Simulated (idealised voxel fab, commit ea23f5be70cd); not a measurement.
process module | voxel ribs on slabs
cross-section cut | 285 nm wide | cells 5 nm
A cross-section is a grid of square cells, given in bands from the top down. A band is one or more rows of cells.
Each band's line starts with the height of the band's top and of its bottom, in nm. Then come its materials from left to right, each with its width in nm. One material with "throughout" fills the band from edge to edge. "air" is empty space.
Height 0 is the level under which the wafer as received is all one material. The lowest band goes on downwards, as in "0 down".
A width such as "30 to 40" changes by the same amount from each row of cells to the next, from the band's top row to its bottom row.
"no change" after a step means that no cell of the cross-section changed.
closed voids: empty space of 8 cells or more with no open way to the top, each as width x height at its distance from the left edge, in nm
after a step's settings: what the simulator itself notes on the step
overlay nm, on a step with a mask: how far to the right of its planned place the mask lay; to the left if negative
plan
1 op RECEIVE | material Si
2 op DIRECTIONAL_DEP | material SiO2 | thk nm 20
3 op DIRECTIONAL_DEP | material polySi | thk nm 25
4 op PATTERN | tone cover | mask id RIB | material resist | width nm 30 | thk nm 15 | overlay nm 0
5 op DIRECTIONAL_ETCH | etch materials polySi | depth nm 10
6 op STRIP | etch materials resist
7 op DIRECTIONAL_DEP | material aC | thk nm 10
8 op PATTERN | tone cover | mask id SLAB | material resist | width nm 90 | thk nm 30 | overlay nm 0
9 op DIRECTIONAL_ETCH | etch materials aC | depth nm 10
10 op STRIP | etch materials resist
11 op DIRECTIONAL_ETCH | etch materials polySi | depth nm 15
12 op STRIP | etch materials aC
13 op FILL_DEP | material SiO2 | thk nm 20
14 op CMP | height nm 60
15 op DIRECTIONAL_DEP | material W | thk nm 5
16 op MASKED_ETCH | tone cover | mask id HEATER | width nm 40 | etch materials W | depth nm 5 | overlay nm 0
17 op CONFORMAL_DEP | material SiO2 | thk nm 10
as received, after step 1
  0 down: Si throughout
  closed voids: none
a wafer at the end: this start, this plan, one mistake
  75 to 70: air 110 | SiO2 65 | air 110
  70 to 65: SiO2 throughout
  65 to 60: SiO2 120 | W 45 | SiO2 120
  60 to 45: SiO2 throughout
  45 to 35: SiO2 125 | polySi 30 | SiO2 130
  35 to 20: SiO2 95 | polySi 90 | SiO2 100
  20 to 0: SiO2 throughout
  0 down: Si throughout
  closed voids: none
what went wrong: step 16 ran as: op MASKED_ETCH | tone cover | mask id HEATER | width nm 45 | etch materials W | depth nm 5 | overlay nm 0
